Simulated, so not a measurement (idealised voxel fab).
process module | voxel self aligned contacts
cross-section cut | 270 nm wide | cells 5 nm
A cross-section is a grid of square cells, given in bands from the top down. A band is one or more rows of cells.
Each band's line starts with the height of the band's top and of its bottom, in nm. Then come its materials from left to right, each with its width in nm. One material with "throughout" fills the band from edge to edge. "air" is empty space.
Height 0 is the level under which the wafer as received is all one material. The lowest band goes on downwards, as in "0 down".
A width such as "30 to 40" changes by the same amount from each row of cells to the next, from the band's top row to its bottom row.
"no change" after a step means that no cell of the cross-section changed.
closed voids: empty space of 8 cells or more with no open way to the top, each as width x height at its distance from the left edge, in nm
after a step's settings: what the simulator itself notes on the step
overlay nm, on a step with a mask: how far to the right of its planned place the mask lay; to the left if negative
plan
1 op RECEIVE | material Si
2 op OXIDIZE | depth nm 5
3 op DIRECTIONAL_DEP | material polySi | thk nm 30
4 op DIRECTIONAL_DEP | material SiN | thk nm 20
5 op DIRECTIONAL_DEP | material aC | thk nm 15
6 op PATTERN | tone cover | mask id GATE | material resist | width nm 25 | pitch nm 55 | thk nm 30 | overlay nm 0
7 op DIRECTIONAL_ETCH | etch materials aC | depth nm 15
8 op STRIP | etch materials resist
9 op DIRECTIONAL_ETCH | etch materials SiN | depth nm 10
10 op DIRECTIONAL_ETCH | etch materials polySi | depth nm 30
11 op STRIP | etch materials aC
12 op CONFORMAL_DEP | material SiN | thk nm 5
13 op DIRECTIONAL_ETCH | etch materials SiN | depth nm 5
14 op FILL_DEP | material SiO2 | thk nm 15
15 op CMP | height nm 60
16 op MASKED_ETCH | tone open | mask id CONTACT | width nm 40 | etch materials SiO2 | depth nm 65 | overlay nm 0
17 op CONFORMAL_DEP | material TiN | thk nm 5
18 op FILL_DEP | material W | thk nm 5
19 op CMP | height nm 60
20 op CONFORMAL_DEP | material SiCN | thk nm 5
varied across the wafers: depth nm of step 9. The plan shows the first wafer's value. All wafers start alike
first wafer as received, after step 1
  0 down: Si throughout
  closed voids: none
each wafer at the end: cells of each material gained (+) or lost (-) since it was received, then its closed voids
depth nm 10 | -54 Si | +54 SiCN | +136 SiN | +218 SiO2 | +14 TiN | +10 W | +324 polySi | closed voids: none
depth nm 15 | -54 Si | +54 SiCN | +96 SiN | +254 SiO2 | +16 TiN | +12 W | +324 polySi | closed voids: none
depth nm 20 | -54 Si | +54 SiCN | +80 SiN | +502 SiO2 | +32 TiN | +28 W | +60 polySi | closed voids: none
depth nm 25 | -54 Si | +54 SiCN | +80 SiN | +502 SiO2 | +32 TiN | +28 W | +60 polySi | closed voids: none
depth nm 30 | -54 Si | +54 SiCN | +80 SiN | +502 SiO2 | +32 TiN | +28 W | +60 polySi | closed voids: none
depth nm 35 | -54 Si | +54 SiCN | +80 SiN | +502 SiO2 | +32 TiN | +28 W | +60 polySi | closed voids: none
